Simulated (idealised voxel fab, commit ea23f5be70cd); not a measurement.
Process module under the name voxel released beams
The width of the displayed cross-section, cut, is 175 nm; its cells are square, with a size of 5 nm.
Bands, listed from the top down, are how a cross-section gets written in this document; the cross-section itself is a grid of square cells, and a band is one or more rows of them. Band entry format. Leading values: height of top, height of bottom, nm. Remainder: materials in left-to-right order, each with its width in nm. Special words: "everywhere" on a single material, which then fills the band edge to edge; "blank", empty space. For the purposes of this specification, 0 denotes the height below which the wafer in its as-received condition is composed wholly of one material, and the lowermost band, lacking a lower limit, extends downward without end, as expressed in "top 0, no bottom". The two numbers in a width such as "30 to 40" mark its ends across the band: the first belongs to the top row of cells, the second to the bottom row, and from each row to the next the width moves by the same amount. Step marked "all unchanged"? Then no cell in the cross-section changed in it. Heads up: "Sealed-off cavities" only lists the empty pockets with no open path to the top that are 8 cells or more, and it writes them as width x height at distance, distance from the left edge, in nm. The remark found on a step's line after its settings is issued by the simulator itself and pertains to that step. overlay nm: on a step with a mask, how far right of its planned place the mask lay; negative means left.

Planned step list for the process
1: RECEIVE: material Si
2: CONFORMAL_DEP: material SiN, thk nm 5
3: DIRECTIONAL_DEP: material SiO2, thk nm 20
4: MASKED_ETCH: tone open, mask id ANCHOR, width nm 35, etch materials SiO2, depth nm 20, overlay nm 0
5: CONFORMAL_DEP: material W, thk nm 10
6: MASKED_ETCH: tone cover, mask id BEAM, width nm 110, etch materials W, depth nm 10, overlay nm 0
7: STRIP: etch materials SiO2
The wafers are alike at the start. At step 2, their thk nm differs. The plan lists the first wafer's value.

Received wafers, first of several: cross-section after step 1
    top 0, no bottom = Si everywhere
    Sealed-off cavities: none

Here's the first of several wafers in cross-section, end of the module, after the last step, step 7
    top 35, bottom 25 = blank=30, W=15, blank=15, W=80, blank=35
    top 25, bottom 15 = blank=35, W=10, blank=15, W=10, blank=105
    top 15, bottom 5 = blank=35, W=35, blank=105
    top 5, bottom 0 = SiN everywhere
    top 0, no bottom = Si everywhere
    Sealed-off cavities: none

The final wafer, sectioned at module end
    top 55, bottom 45 = blank=30, W=15, blank=15, W=80, blank=35
    top 45, bottom 35 = blank=35, W=10, blank=15, W=10, blank=105
    top 35, bottom 25 = blank=35, W=35, blank=105
    top 25, bottom 0 = SiN everywhere
    top 0, no bottom = Si everywhere
    Sealed-off cavities: none

What follows is a table in which each wafer occupies a row; for the wafer as it stands at the close of the module, the row states, material by material, how many cells have been gained (+) or lost (-) since receipt, and then gives its closed voids
thk nm 5 | +35 SiN | +60 W | Sealed-off cavities: none
thk nm 10 | +70 SiN | +60 W | Sealed-off cavities: none
thk nm 15 | +105 SiN | +60 W | Sealed-off cavities: none
thk nm 20 | +140 SiN | +60 W | Sealed-off cavities: none
thk nm 25 | +175 SiN | +60 W | Sealed-off cavities: none
